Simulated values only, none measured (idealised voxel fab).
Process module under the name voxel capacitor over wiring
For reference, the cross-section in this document is cut, with width 245 nm and square cells of 5 nm.
Cross-section, as written here: a square-cell grid given band by band from the top down, where a band holds one or more rows of cells.
Each band's line starts with the height of the band's top and of its bottom, in nm. Then come its materials from left to right, each with its width in nm. One material with "throughout" fills the band from edge to edge. "air" is empty space.
Height is counted from the level 0, under which the received wafer is composed throughout of one material. The lowest of the bands is not closed at the bottom but continues downward, in the notation "0 nm and below".
Note: "30->40" means the width goes from the first number (top row of the band) to the second number (bottom row) in equal steps per row of cells.
Take "no alterations made" at face value: in the step it is given for, the cross-section changed in none of its cells.
Look at "Listed closed voids" for the closed voids: empty spaces with no open path to the top, sized 8 cells or up. Each is width x height at distance, distance from the left edge, all nm.
Step line, after settings: the simulator's comment on this step.
Each step line may optionally specify "overlay nm", which for a step with a mask gives the rightward distance between the mask's planned place and where it lay, a negative value indicating the leftward direction.
Read the rest as pairs. Take the cross-section before one process step, then the cross-section after it, which shows only down to the lowest band that changed. Under the pair, find the step between them and its settings. Bear in mind that pairs may come from different runs of this module on the same starting wafer: link a pair to the pair above it only where its entry headed "Pre-step section" says to.
Pre-step section
- 90 nm to 80 nm | 70 air  5 TiN  70 air  5 TiN  95 air
- 80 nm to 75 nm | 75 HfO2  70 air  100 HfO2
- 75 nm to 65 nm | TiN throughout
- 65 nm to 45 nm | 75 lowk  5 TiN  5 W  5 TiN  155 lowk
- 45 nm to 40 nm | 75 SiCN  15 TiN  155 SiCN
- 40 nm to 20 nm | 65 SiO2  5 TiN  15 W  5 TiN  65 SiO2  5 TiN  15 W  5 TiN  65 SiO2
- 20 nm to 15 nm | 65 SiN  25 TiN  65 SiN  25 TiN  65 SiN
- 15 nm to 0 nm | SiO2 throughout
- 0 nm and below | Si throughout
- Listed closed voids: none
after
- 105 nm to 90 nm | SiO2 throughout
- 90 nm to 80 nm | 70 SiO2  5 TiN  70 SiO2  5 TiN  95 SiO2
- 80 nm to 75 nm | 75 HfO2  70 SiO2  100 HfO2
- No changes below 75.
- Listed closed voids: none
The process step bridging the two cross-sections above: FILL_DEP (material SiO2; thk nm 15)
Pre-step section: check the pair just above; its after cross-section is our before state.
after
- 100 nm to 90 nm | SiO2 throughout
- No changes below 90.
- Listed closed voids: none
The process step bridging the two cross-sections above: CMP (height nm 100)
Pre-step section: check the pair just above; its after cross-section is our before state.
after
- 115 nm to 100 nm | aC throughout
- No changes below 100.
- Listed closed voids: none
The process step bridging the two cross-sections above: DIRECTIONAL_DEP (material aC; thk nm 15)
Pre-step section: check the pair just above; its after cross-section is our before state.
after
- 150 nm to 115 nm | 85 resist  15 air  145 resist
- No changes below 115.
- Listed closed voids: none
The process step bridging the two cross-sections above: PATTERN (tone open; mask id PLUG_2; material resist; width nm 15; thk nm 35; overlay nm 0)
Pre-step section: check the pair just above; its after cross-section is our before state.
after
- 135 nm to 115 nm | 85 resist  15 air  145 resist
- 115 nm to 100 nm | 85 aC  15 air  145 aC
- No changes below 100.
- Listed closed voids: none
The process step bridging the two cross-sections above: DIRECTIONAL_ETCH (etch materials aC; depth nm 15)
Pre-step section: check the pair just above; its after cross-section is our before state.
after
- 115 nm to 100 nm | 85 aC  15 air  145 aC
- No changes below 100.
- Listed closed voids: none
The process step bridging the two cross-sections above: STRIP (etch materials resist)
Pre-step section: check the pair just above; its after cross-section is our before state.
after
- 115 nm to 100 nm | 85 aC  15 air  145 aC
- 100 nm to 90 nm | 85 SiO2  15 air  145 SiO2
- No changes below 90.
- Listed closed voids: none
The process step bridging the two cross-sections above: DIRECTIONAL_ETCH (etch materials SiO2; depth nm 10)
Pre-step section: check the pair just above; its after cross-section is our before state.
after
- 100 nm to 90 nm | 85 SiO2  15 air  145 SiO2
- No changes below 90.
- Listed closed voids: none
The process step bridging the two cross-sections above: STRIP (etch materials aC)
Pre-step section: check the pair just above; its after cross-section is our before state.
after
- 105 nm to 100 nm | 90 TiN  5 air  150 TiN
- 100 nm to 95 nm | 85 SiO2  5 TiN  5 air  5 TiN  145 SiO2
- 95 nm to 90 nm | 85 SiO2  15 TiN  145 SiO2
- No changes below 90.
- Listed closed voids: none
The process step bridging the two cross-sections above: CONFORMAL_DEP (material TiN; thk nm 5)
Pre-step section: check the pair just above; its after cross-section is our before state.
after
- 115 nm to 105 nm | Ru throughout
- 105 nm to 100 nm | 90 TiN  5 Ru  150 TiN
- 100 nm to 95 nm | 85 SiO2  5 TiN  5 Ru  5 TiN  145 SiO2
- No changes below 95.
- Listed closed voids: none
The process step bridging the two cross-sections above: FILL_DEP (material Ru; thk nm 10)
Pre-step section: check the pair just above; its after cross-section is our before state.
after
- 100 nm to 95 nm | 85 SiO2  5 TiN  5 Ru  5 TiN  145 SiO2
- No changes below 95.
- Listed closed voids: none
The process step bridging the two cross-sections above: CMP (height nm 100)
Pre-step section: check the pair just above; its after cross-section is our before state.
after
- 105 nm to 100 nm | SiN throughout
- No changes below 100.
- Listed closed voids: none
The process step bridging the two cross-sections above: CONFORMAL_DEP (material SiN; thk nm 5)
